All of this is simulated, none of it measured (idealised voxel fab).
Module name: voxel self aligned vias (process module)
Cross-section cut spans 290 nm and uses square cells 5 nm in size.
Just so we're on the same page, the cross-sections are grids of square cells, and they're listed out in bands top to bottom, each band one or more rows deep. Basically the band line says how high the top is and how high the bottom is, in nm, and then what's in it from left to right, every material with its width in nm. Empty space shows up as "blank", and if a single material carries "edge to edge" it runs the full band edge to edge. All heights in this document are referenced to 0, defined as the level beneath which the wafer, as received, consists entirely of one material. The lowest band is not bounded below; it extends indefinitely downward and is written in the form "top 0, no bottom". The notation "30..40" denotes a width that varies across the rows of cells in the band, beginning at the first number in the top row, finishing at the second number in the bottom row, and changing by an identical amount from each row to the next. "no change occurred" for a step: no cell of the cross-section changed in that step. The label "Closed cavity list" introduces a list of the empty spaces, 8 cells or larger, that have no open way up to the top; each entry in it reads width x height at distance, where the distance is taken from the left edge and all three are stated in nm. Read whatever lies past the settings on a step's line as the simulator's own remark about the step. overlay nm: step with mask; distance mask lay right of planned place; negative value = left of planned place. What follows is a series of pairs. Each pair shows a cross-section before one process step and the cross-section after it, and the after view is drawn only down to the lowest band that changed. Beneath each pair is the step that lies between the two, with its settings. Pairs may come from different runs of this module on the same starting wafer, so a pair continues from the one above it only where its entry headed "Before this step" says so.

[Before this step]
> top 50, bottom 45  lowk 70 nm | SiN 25 nm | lowk 35 nm | SiN 25 nm | lowk 35 nm | SiN 25 nm | lowk 75 nm
> top 45, bottom 25  lowk 70 nm | TiN 5 nm | W 15 nm | TiN 5 nm | lowk 35 nm | TiN 5 nm | W 15 nm | TiN 5 nm | lowk 35 nm | TiN 5 nm | W 15 nm | TiN 5 nm | lowk 75 nm
> top 25, bottom 20  lowk 70 nm | TiN 25 nm | lowk 35 nm | TiN 25 nm | lowk 35 nm | TiN 25 nm | lowk 75 nm
> top 20, bottom 15  SiCN edge to edge
> top 15, bottom 0  SiO2 edge to edge
> top 0, no bottom  Si edge to edge
> Closed cavity list: none

[Resulting Cross-Section]
> top 65, bottom 50  Cu edge to edge
> Anything lower than 50 is untouched.
> Closed cavity list: none
Intermediate step for the cross-sections above: DIRECTIONAL_DEP,material Cu,thk nm 15

Before this step: the wafer arrives at this step looking as the after cross-section in the pair just above shows it.

[Resulting Cross-Section]
> top 70, bottom 65  TiN edge to edge
> Anything lower than 65 is untouched.
> Closed cavity list: none
Intermediate step for the cross-sections above: CONFORMAL_DEP,material TiN,thk nm 5

Before this step: the wafer arrives at this step looking as the after cross-section in the pair just above shows it.

[Resulting Cross-Section]
> top 75, bottom 70  Cu edge to edge
> Anything lower than 70 is untouched.
> Closed cavity list: none
Intermediate step for the cross-sections above: FILL_DEP,material Cu,thk nm 5

Before this step: the wafer arrives at this step looking as the after cross-section in the pair just above shows it.

[Resulting Cross-Section]
> top 65, bottom 50  Cu edge to edge
> Anything lower than 50 is untouched.
> Closed cavity list: none
Intermediate step for the cross-sections above: CMP,height nm 65

Before this step: the wafer arrives at this step looking as the after cross-section in the pair just above shows it.

[Resulting Cross-Section]
> top 70, bottom 65  SiCN edge to edge
> Anything lower than 65 is untouched.
> Closed cavity list: none
Intermediate step for the cross-sections above: CONFORMAL_DEP,material SiCN,thk nm 5

[Before this step]
> top 65, bottom 50  aC edge to edge
> top 50, bottom 20  lowk edge to edge
> top 20, bottom 15  SiCN edge to edge
> top 15, bottom 0  SiO2 edge to edge
> top 0, no bottom  Si edge to edge
> Closed cavity list: none

[Resulting Cross-Section]
> top 100, bottom 65  blank 70 nm | resist 25 nm | blank 35 nm | resist 25 nm | blank 35 nm | resist 25 nm | blank 75 nm
> Anything lower than 65 is untouched.
> Closed cavity list: none
Intermediate step for the cross-sections above: PATTERN,tone cover,mask id LINES,material resist,width nm 25,pitch nm 60,thk nm 35,overlay nm 0

Before this step: the wafer arrives at this step looking as the after cross-section in the pair just above shows it.

[Resulting Cross-Section]
> top 85, bottom 65  blank 70 nm | resist 25 nm | blank 35 nm | resist 25 nm | blank 35 nm | resist 25 nm | blank 75 nm
> top 65, bottom 50  blank 70 nm | aC 25 nm | blank 35 nm | aC 25 nm | blank 35 nm | aC 25 nm | blank 75 nm
> Anything lower than 50 is untouched.
> Closed cavity list: none
Intermediate step for the cross-sections above: DIRECTIONAL_ETCH,etch materials aC,depth nm 15

Before this step: the wafer arrives at this step looking as the after cross-section in the pair just above shows it.

[Resulting Cross-Section]
> top 65, bottom 50  blank 70 nm | aC 25 nm | blank 35 nm | aC 25 nm | blank 35 nm | aC 25 nm | blank 75 nm
> Anything lower than 50 is untouched.
> Closed cavity list: none
Intermediate step for the cross-sections above: STRIP,etch materials resist

Before this step: the wafer arrives at this step looking as the after cross-section in the pair just above shows it.

[Resulting Cross-Section]
> top 65, bottom 50  blank 70 nm | aC 25 nm | blank 35 nm | aC 25 nm | blank 35 nm | aC 25 nm | blank 75 nm
> top 50, bottom 20  blank 70 nm | lowk 25 nm | blank 35 nm | lowk 25 nm | blank 35 nm | lowk 25 nm | blank 75 nm
> Anything lower than 20 is untouched.
> Closed cavity list: none
Intermediate step for the cross-sections above: DIRECTIONAL_ETCH,etch materials lowk,depth nm 30

Before this step: the wafer arrives at this step looking as the after cross-section in the pair just above shows it.

[Resulting Cross-Section]
> top 50, bottom 20  blank 70 nm | lowk 25 nm | blank 35 nm | lowk 25 nm | blank 35 nm | lowk 25 nm | blank 75 nm
> Anything lower than 20 is untouched.
> Closed cavity list: none
Intermediate step for the cross-sections above: STRIP,etch materials aC

Before this step: the wafer arrives at this step looking as the after cross-section in the pair just above shows it.

[Resulting Cross-Section]
> top 55, bottom 50  blank 65 nm | TiN 35 nm | blank 25 nm | TiN 35 nm | blank 25 nm | TiN 35 nm | blank 70 nm
> top 50, bottom 25  blank 65 nm | TiN 5 nm | lowk 25 nm | TiN 5 nm | blank 25 nm | TiN 5 nm | lowk 25 nm | TiN 5 nm | blank 25 nm | TiN 5 nm | lowk 25 nm | TiN 5 nm | blank 70 nm
> top 25, bottom 20  TiN 70 nm | lowk 25 nm | TiN 35 nm | lowk 25 nm | TiN 35 nm | lowk 25 nm | TiN 75 nm
> Anything lower than 20 is untouched.
> Closed cavity list: none
Intermediate step for the cross-sections above: CONFORMAL_DEP,material TiN,thk nm 5

Before this step: the wafer arrives at this step looking as the after cross-section in the pair just above shows it.

[Resulting Cross-Section]
> top 65, bottom 55  W edge to edge
> top 55, bottom 50  W 65 nm | TiN 35 nm | W 25 nm | TiN 35 nm | W 25 nm | TiN 35 nm | W 70 nm
> top 50, bottom 25  W 65 nm | TiN 5 nm | lowk 25 nm | TiN 5 nm | W 25 nm | TiN 5 nm | lowk 25 nm | TiN 5 nm | W 25 nm | TiN 5 nm | lowk 25 nm | TiN 5 nm | W 70 nm
> Anything lower than 25 is untouched.
> Closed cavity list: none
Intermediate step for the cross-sections above: FILL_DEP,material W,thk nm 10

Before this step: the wafer arrives at this step looking as the after cross-section in the pair just above shows it.

[Resulting Cross-Section]
> top 50, bottom 25  W 65 nm | TiN 5 nm | lowk 25 nm | TiN 5 nm | W 25 nm | TiN 5 nm | lowk 25 nm | TiN 5 nm | W 25 nm | TiN 5 nm | lowk 25 nm | TiN 5 nm | W 70 nm
> Anything lower than 25 is untouched.
> Closed cavity list: none
Intermediate step for the cross-sections above: CMP,height nm 50

Before this step: the wafer arrives at this step looking as the after cross-section in the pair just above shows it.

[Resulting Cross-Section]
> top 50, bottom 45  blank 70 nm | lowk 25 nm | blank 35 nm | lowk 25 nm | blank 35 nm | lowk 25 nm | blank 75 nm
> Anything lower than 45 is untouched.
> Closed cavity list: none
Intermediate step for the cross-sections above: SELECTIVE_ETCH,etch materials W Ru TiN,depth nm 5

Before this step: the wafer arrives at this step looking as the after cross-section in the pair just above shows it.

[Resulting Cross-Section]
> top 60, bottom 50  SiN edge to edge
> top 50, bottom 45  SiN 70 nm | lowk 25 nm | SiN 35 nm | lowk 25 nm | SiN 35 nm | lowk 25 nm | SiN 75 nm
> Anything lower than 45 is untouched.
> Closed cavity list: none
Intermediate step for the cross-sections above: FILL_DEP,material SiN,thk nm 10

Before this step: the wafer arrives at this step looking as the after cross-section in the pair just above shows it.

[Resulting Cross-Section]
> top 50, bottom 45  SiN 70 nm | lowk 25 nm | SiN 35 nm | lowk 25 nm | SiN 35 nm | lowk 25 nm | SiN 75 nm
> Anything lower than 45 is untouched.
> Closed cavity list: none
Intermediate step for the cross-sections above: CMP,height nm 50

Before this step: the wafer arrives at this step looking as the after cross-section in the pair just above shows it.

[Resulting Cross-Section]
> top 65, bottom 50  lowk edge to edge
> Anything lower than 50 is untouched.
> Closed cavity list: none
Intermediate step for the cross-sections above: DIRECTIONAL_DEP,material lowk,thk nm 15

Before this step: the wafer arrives at this step looking as the after cross-section in the pair just above shows it.

[Resulting Cross-Section]
> top 65, bottom 50  lowk 60 nm | blank 45 nm | lowk 15 nm | blank 45 nm | lowk 15 nm | blank 45 nm | lowk 65 nm
> Anything lower than 50 is untouched.
> Closed cavity list: none
Intermediate step for the cross-sections above: MASKED_ETCH,tone open,mask id VIAS,width nm 45,pitch nm 60,etch materials lowk,depth nm 15,overlay nm 0

Before this step: the wafer arrives at this step looking as the after cross-section in the pair just above shows it.

[Resulting Cross-Section]
> top 65, bottom 50  lowk 60 nm | blank 45 nm | lowk 15 nm | blank 45 nm | lowk 15 nm | blank 45 nm | lowk 65 nm
> top 50, bottom 45  SiN 60 nm | blank 10 nm | lowk 25 nm | blank 10 nm | SiN 15 nm | blank 10 nm | lowk 25 nm | blank 10 nm | SiN 15 nm | blank 10 nm | lowk 25 nm | blank 10 nm | SiN 65 nm
> Anything lower than 45 is untouched.
> Closed cavity list: none
Intermediate step for the cross-sections above: MASKED_ETCH,tone open,mask id VIAS,width nm 45,pitch nm 60,etch materials SiN,depth nm 5,overlay nm 0

Before this step: the wafer arrives at this step looking as the after cross-section in the pair just above shows it.

[Resulting Cross-Section]
> top 70, bottom 65  TiN 65 nm | blank 35 nm | TiN 25 nm | blank 35 nm | TiN 25 nm | blank 35 nm | TiN 70 nm
> top 65, bottom 55  lowk 60 nm | TiN 5 nm | blank 35 nm | TiN 5 nm | lowk 15 nm | TiN 5 nm | blank 35 nm | TiN 5 nm | lowk 15 nm | TiN 5 nm | blank 35 nm | TiN 5 nm | lowk 65 nm
> top 55, bottom 50  lowk 60 nm | TiN 45 nm | lowk 15 nm | TiN 45 nm | lowk 15 nm | TiN 45 nm | lowk 65 nm
> top 50, bottom 45  SiN 60 nm | TiN 10 nm | lowk 25 nm | TiN 10 nm | SiN 15 nm | TiN 10 nm | lowk 25 nm | TiN 10 nm | SiN 15 nm | TiN 10 nm | lowk 25 nm | TiN 10 nm | SiN 65 nm
> Anything lower than 45 is untouched.
> Closed cavity list: none
Intermediate step for the cross-sections above: CONFORMAL_DEP,material TiN,thk nm 5

Before this step: the wafer arrives at this step looking as the after cross-section in the pair just above shows it.

[Resulting Cross-Section]
> top 75, bottom 70  Cu edge to edge
> top 70, bottom 65  TiN 65 nm | Cu 35 nm | TiN 25 nm | Cu 35 nm | TiN 25 nm | Cu 35 nm | TiN 70 nm
> top 65, bottom 55  lowk 60 nm | TiN 5 nm | Cu 35 nm | TiN 5 nm | lowk 15 nm | TiN 5 nm | Cu 35 nm | TiN 5 nm | lowk 15 nm | TiN 5 nm | Cu 35 nm | TiN 5 nm | lowk 65 nm
> Anything lower than 55 is untouched.
> Closed cavity list: none
Intermediate step for the cross-sections above: FILL_DEP,material Cu,thk nm 5

Before this step: the wafer arrives at this step looking as the after cross-section in the pair just above shows it.

[Resulting Cross-Section]
> top 65, bottom 55  lowk 60 nm | TiN 5 nm | Cu 35 nm | TiN 5 nm | lowk 15 nm | TiN 5 nm | Cu 35 nm | TiN 5 nm | lowk 15 nm | TiN 5 nm | Cu 35 nm | TiN 5 nm | lowk 65 nm
> Anything lower than 55 is untouched.
> Closed cavity list: none
Intermediate step for the cross-sections above: CMP,height nm 65

Before this step: the wafer arrives at this step looking as the after cross-section in the pair just above shows it.

[Resulting Cross-Section]
> top 70, bottom 65  SiCN edge to edge
> Anything lower than 65 is untouched.
> Closed cavity list: none
Intermediate step for the cross-sections above: CONFORMAL_DEP,material SiCN,thk nm 5
